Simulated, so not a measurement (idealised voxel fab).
Name of the process module below: voxel self aligned vias
We display cut, a cross-section 220 nm in width whose square cells are each 5 nm.
This document writes a cross-section as a grid whose cells are square, and gives it as bands, listed from the top down; one or more rows of cells form a band. Per band: top height and bottom height in nm, followed by the left-to-right materials and their widths in nm; "full width" marks a single material spanning edge to edge, "empty" marks empty space. Height reference: 0 = level under which incoming wafer is all one material. Lowest band: no bottom, runs on downward, e.g. "0 -> down". Width spec "30->40" -> top row of cells at first value, bottom row at second value, equal per-row change in between. Given "remained unchanged" for a step, no cell of the cross-section differs between before and after that step. "Cavities, sealed" specifies each empty space that is not open to the top and that occupies no fewer than 8 cells, using the form width x height at distance, the distance measured from the left edge and all three quantities in nm. Step line, after settings: the simulator's comment on this step. "overlay nm" answers the question of how far to the right of plan the mask lay on a step that has a mask, and when it is negative the answer is to the left.
Planned step list for the process:
- 1: RECEIVE | material Si
- 2: CONFORMAL_DEP | material SiO2 | thk nm 10
- 3: CONFORMAL_DEP | material SiCN | thk nm 5
- 4: DIRECTIONAL_DEP | material SiO2 | thk nm 20
- 5: MASKED_ETCH | tone open | mask id LINES | width nm 25 | pitch nm 65 | etch materials SiO2 | depth nm 20 | overlay nm 0
- 6: CONFORMAL_DEP | material TiN | thk nm 5
- 7: FILL_DEP | material W | thk nm 10
- 8: CMP | height nm 35
- 9: SELECTIVE_ETCH | etch materials W Ru TiN | depth nm 5
- 10: FILL_DEP | material SiN | thk nm 5
- 11: CMP | height nm 35
- 12: DIRECTIONAL_DEP | material SiO2 | thk nm 15
- 13: MASKED_ETCH | tone open | mask id VIAS | width nm 35 | etch materials SiO2 | depth nm 15 | overlay nm 0
- 14: MASKED_ETCH | tone open | mask id VIAS | width nm 35 | etch materials SiN | depth nm 5 | overlay nm 0
- 15: CONFORMAL_DEP | material TiN | thk nm 5
- 16: FILL_DEP | material Cu | thk nm 5
- 17: CMP | height nm 50
- 18: CONFORMAL_DEP | material SiCN | thk nm 5
What follows covers the first of two wafers; it ran as planned:
Wafer at receipt (post step 1), cross-section:
    0 -> down = Si full width
    Cavities, sealed: none
The wafer in cross-section once step 2 is complete:
    10 -> 0 = SiO2 full width
    Heights below 0 show no change.
The wafer in cross-section once step 3 is complete:
    15 -> 10 = SiCN full width
    Heights below 10 show no change.
The wafer in cross-section once step 4 is complete:
    35 -> 15 = SiO2 full width
    Heights below 15 show no change.
The wafer in cross-section once step 5 is complete:
    35 -> 15 = SiO2 65 nm / empty 25 nm / SiO2 40 nm / empty 25 nm / SiO2 65 nm
    Heights below 15 show no change.
The wafer in cross-section once step 6 is complete:
    40 -> 35 = TiN 70 nm / empty 15 nm / TiN 50 nm / empty 15 nm / TiN 70 nm
    35 -> 20 = SiO2 65 nm / TiN 5 nm / empty 15 nm / TiN 5 nm / SiO2 40 nm / TiN 5 nm / empty 15 nm / TiN 5 nm / SiO2 65 nm
    20 -> 15 = SiO2 65 nm / TiN 25 nm / SiO2 40 nm / TiN 25 nm / SiO2 65 nm
    Heights below 15 show no change.
The wafer in cross-section once step 7 is complete:
    50 -> 40 = W full width
    40 -> 35 = TiN 70 nm / W 15 nm / TiN 50 nm / W 15 nm / TiN 70 nm
    35 -> 20 = SiO2 65 nm / TiN 5 nm / W 15 nm / TiN 5 nm / SiO2 40 nm / TiN 5 nm / W 15 nm / TiN 5 nm / SiO2 65 nm
    Heights below 20 show no change.
The wafer in cross-section once step 8 is complete:
    35 -> 20 = SiO2 65 nm / TiN 5 nm / W 15 nm / TiN 5 nm / SiO2 40 nm / TiN 5 nm / W 15 nm / TiN 5 nm / SiO2 65 nm
    Heights below 20 show no change.
The wafer in cross-section once step 9 is complete:
    35 -> 30 = SiO2 65 nm / empty 25 nm / SiO2 40 nm / empty 25 nm / SiO2 65 nm
    Heights below 30 show no change.
The wafer in cross-section once step 10 is complete:
    40 -> 35 = SiN full width
    35 -> 30 = SiO2 65 nm / SiN 25 nm / SiO2 40 nm / SiN 25 nm / SiO2 65 nm
    Heights below 30 show no change.
The wafer in cross-section once step 11 is complete:
    35 -> 30 = SiO2 65 nm / SiN 25 nm / SiO2 40 nm / SiN 25 nm / SiO2 65 nm
    Heights below 30 show no change.
The wafer in cross-section once step 12 is complete:
    50 -> 35 = SiO2 full width
    Heights below 35 show no change.
The wafer in cross-section once step 13 is complete:
    50 -> 35 = SiO2 60 nm / empty 35 nm / SiO2 125 nm
    Heights below 35 show no change.
The wafer in cross-section once step 14 is complete:
    50 -> 35 = SiO2 60 nm / empty 35 nm / SiO2 125 nm
    35 -> 30 = SiO2 65 nm / empty 25 nm / SiO2 40 nm / SiN 25 nm / SiO2 65 nm
    Heights below 30 show no change.
The wafer in cross-section once step 15 is complete:
    55 -> 50 = TiN 65 nm / empty 25 nm / TiN 130 nm
    50 -> 40 = SiO2 60 nm / TiN 5 nm / empty 25 nm / TiN 5 nm / SiO2 125 nm
    40 -> 35 = SiO2 60 nm / TiN 10 nm / empty 15 nm / TiN 10 nm / SiO2 125 nm
    35 -> 30 = SiO2 65 nm / TiN 25 nm / SiO2 40 nm / SiN 25 nm / SiO2 65 nm
    Heights below 30 show no change.
The wafer in cross-section once step 16 is complete:
    60 -> 55 = Cu full width
    55 -> 50 = TiN 65 nm / Cu 25 nm / TiN 130 nm
    50 -> 40 = SiO2 60 nm / TiN 5 nm / Cu 25 nm / TiN 5 nm / SiO2 125 nm
    40 -> 35 = SiO2 60 nm / TiN 10 nm / Cu 15 nm / TiN 10 nm / SiO2 125 nm
    Heights below 35 show no change.
The wafer in cross-section once step 17 is complete:
    50 -> 40 = SiO2 60 nm / TiN 5 nm / Cu 25 nm / TiN 5 nm / SiO2 125 nm
    Heights below 40 show no change.
The wafer in cross-section once step 18 is complete:
    55 -> 50 = SiCN full width
    Heights below 50 show no change.
Wafer two of two - same starting point, same process plan, one mistake in execution; matches wafer one up to and including step 17:
Cross-sectional representation of the second wafer at the time designated in the plan for the completion of step 18:
    55 -> 50 = TiN full width
    Heights below 50 show no change.
Error vs. plan: step 18 ran differently from the plan; actual operation with settings: CONFORMAL_DEP | material TiN | thk nm 5
Wrapping up, a cell-based count of both wafers puts the second over or under the first for these materials: -44 SiCN | +44 TiN
